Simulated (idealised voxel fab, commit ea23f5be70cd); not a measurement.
Name of the process module below: voxel gate over fins
Section shown: cut. Width: 140 nm. Cell size: 5 nm, square.
Think of the cross-section as a grid of square cells. We describe it in bands, top to bottom, and each band covers one or more rows of those cells.
Top height, bottom height, nm. Materials left to right, width each, nm. Single material + "everywhere" = fills band edge to edge. "empty" = empty.
A quick word on heights: they are counted from 0, and under that level the wafer as it came to us is one material throughout. The lowest band is different from the rest in having no bottom; it simply continues downward, written as in "0 and below".
So if you see something like "30..40" for the width, read it as the top row of the band sitting at the first number and the bottom row at the second, with every row in between moving by the same amount as the last.
"changes: none", as given for a step, is the statement that not any cell of the cross-section underwent a change during that step.
"Voids lacking openings" specifies each empty space that is not open to the top and that occupies no fewer than 8 cells, using the form width x height at distance, the distance measured from the left edge and all three quantities in nm.
What comes after the settings on a step's line is commentary from the simulator itself on that step.
"overlay nm", when on a step's line for a step with a mask, measures how far to the right of its planned place the mask lay; a negative measure means to the left.
Below is the list of planned process steps
1,op RECEIVE | material Si
2,op CONFORMAL_DEP | material SiN | thk nm 5
3,op PATTERN | tone cover | mask id FINS | material resist | width nm 15 | pitch nm 60 | thk nm 20 | overlay nm 0
4,op DIRECTIONAL_ETCH | etch materials SiN | depth nm 5
5,op DIRECTIONAL_ETCH | etch materials Si | depth nm 40
6,op STRIP | etch materials resist
7,op OXIDIZE | depth nm 5
8,op FILL_DEP | material SiO2 | thk nm 15
9,op CMP | height nm 5
10,op PATTERN | tone open | mask id RAIL | material resist | width nm 15 | thk nm 15 | overlay nm 0
11,op DIRECTIONAL_ETCH | etch materials SiO2 | depth nm 40
12,op STRIP | etch materials resist
13,op CONFORMAL_DEP | material TiN | thk nm 5
14,op FILL_DEP | material W | thk nm 10
15,op CMP | height nm 5
16,op SELECTIVE_ETCH | etch materials W Ru TiN | depth nm 20
17,op FILL_DEP | material SiO2 | thk nm 5
18,op CMP | height nm 5
19,op SELECTIVE_ETCH | etch materials SiO2 | depth nm 15
20,op STRIP | etch materials SiN
21,op CONFORMAL_DEP | material HfO2 | thk nm 5
22,op CONFORMAL_DEP | material TiN | thk nm 5
23,op CONFORMAL_DEP | material TiAl | thk nm 5
24,op CONFORMAL_DEP | material TiN | thk nm 5
25,op FILL_DEP | material W | thk nm 10
26,op CMP | height nm 25
27,op CONFORMAL_DEP | material SiCN | thk nm 10
Incoming wafer, cross-sectional view, post step 1
> 0 and below: Si everywhere
> Voids lacking openings: none
Post-module cross-section of the first of two wafers (run per plan)
> 35 down to 25: SiCN everywhere
> 25 down to 20: W everywhere
> 20 down to 15: 15 nm W; 45 nm TiN; 15 nm W; 45 nm TiN; 20 nm W
> 15 down to 10: 15 nm W; 5 nm TiN; 35 nm TiAl; 5 nm TiN; 15 nm W; 5 nm TiN; 35 nm TiAl; 5 nm TiN; 20 nm W
> 10 down to 5: 20 nm TiN; 5 nm TiAl; 25 nm TiN; 5 nm TiAl; 25 nm TiN; 5 nm TiAl; 25 nm TiN; 5 nm TiAl; 25 nm TiN
> 5 down to 0: 25 nm TiAl; 5 nm TiN; 15 nm HfO2; 5 nm TiN; 35 nm TiAl; 5 nm TiN; 15 nm HfO2; 5 nm TiN; 30 nm TiAl
> 0 down to -5: 30 nm TiN; 5 nm HfO2; 5 nm Si; 5 nm HfO2; 45 nm TiN; 5 nm HfO2; 5 nm Si; 5 nm HfO2; 35 nm TiN
> -5 down to -10: 35 nm HfO2; 5 nm Si; 55 nm HfO2; 5 nm Si; 40 nm HfO2
> -10 down to -15: 35 nm SiO2; 5 nm Si; 55 nm SiO2; 5 nm Si; 40 nm SiO2
> -15 down to -30: 35 nm SiO2; 5 nm Si; 20 nm SiO2; 5 nm TiN; 5 nm W; 5 nm TiN; 20 nm SiO2; 5 nm Si; 40 nm SiO2
> -30 down to -35: 35 nm SiO2; 5 nm Si; 20 nm SiO2; 15 nm TiN; 20 nm SiO2; 5 nm Si; 40 nm SiO2
> -35 down to -45: 35 nm SiO2; 5 nm Si; 55 nm SiO2; 5 nm Si; 40 nm SiO2
> -45 and below: Si everywhere
> Voids lacking openings: none
Wafer two cross-section, module end. Start and plan unchanged from wafer one; one mistake made during the run
> 35 down to 25: SiCN everywhere
> 25 down to 20: W everywhere
> 20 down to 15: 15 nm W; 45 nm TiN; 15 nm W; 45 nm TiN; 20 nm W
> 15 down to 10: 15 nm W; 5 nm TiN; 35 nm TiAl; 5 nm TiN; 15 nm W; 5 nm TiN; 35 nm TiAl; 5 nm TiN; 20 nm W
> 10 down to 5: 15 nm W; 5 nm TiN; 5 nm TiAl; 25 nm TiN; 5 nm TiAl; 5 nm TiN; 15 nm W; 5 nm TiN; 5 nm TiAl; 25 nm TiN; 5 nm TiAl; 5 nm TiN; 20 nm W
> 5 down to 0: 15 nm W; 5 nm TiN; 5 nm TiAl; 5 nm TiN; 15 nm HfO2; 5 nm TiN; 5 nm TiAl; 25 nm TiN; 5 nm TiAl; 5 nm TiN; 15 nm HfO2; 5 nm TiN; 5 nm TiAl; 5 nm TiN; 20 nm W
> 0 down to -5: 15 nm W; 5 nm TiN; 5 nm TiAl; 5 nm TiN; 5 nm HfO2; 5 nm Si; 5 nm HfO2; 5 nm TiN; 35 nm TiAl; 5 nm TiN; 5 nm HfO2; 5 nm Si; 5 nm HfO2; 5 nm TiN; 5 nm TiAl; 5 nm TiN; 20 nm W
> -5 down to -10: 20 nm TiN; 5 nm TiAl; 5 nm TiN; 5 nm HfO2; 5 nm Si; 5 nm HfO2; 45 nm TiN; 5 nm HfO2; 5 nm Si; 5 nm HfO2; 5 nm TiN; 5 nm TiAl; 25 nm TiN
> -10 down to -15: 25 nm TiAl; 5 nm TiN; 5 nm HfO2; 5 nm Si; 5 nm HfO2; 10 nm TiN; 25 nm HfO2; 10 nm TiN; 5 nm HfO2; 5 nm Si; 5 nm HfO2; 5 nm TiN; 30 nm TiAl
> -15 down to -20: 30 nm TiN; 5 nm HfO2; 5 nm Si; 5 nm HfO2; 10 nm TiN; 5 nm HfO2; 5 nm TiN; 5 nm W; 5 nm TiN; 5 nm HfO2; 10 nm TiN; 5 nm HfO2; 5 nm Si; 5 nm HfO2; 35 nm TiN
> -20 down to -25: 35 nm HfO2; 5 nm Si; 20 nm HfO2; 5 nm TiN; 5 nm W; 5 nm TiN; 20 nm HfO2; 5 nm Si; 40 nm HfO2
> -25 down to -30: 35 nm SiO2; 5 nm Si; 20 nm SiO2; 5 nm TiN; 5 nm W; 5 nm TiN; 20 nm SiO2; 5 nm Si; 40 nm SiO2
> -30 down to -35: 35 nm SiO2; 5 nm Si; 20 nm SiO2; 15 nm TiN; 20 nm SiO2; 5 nm Si; 40 nm SiO2
> -35 down to -45: 35 nm SiO2; 5 nm Si; 55 nm SiO2; 5 nm Si; 40 nm SiO2
> -45 and below: Si everywhere
> Voids lacking openings: none
Finding, execution versus plan: the plan's step 19 ran twice
In the final state, the cell counts of the second wafer exceed or fall short of those of the first for the following materials: HfO2: 16 more; SiO2: 72 fewer; TiAl: 8 more; TiN: 24 more; W: 24 more
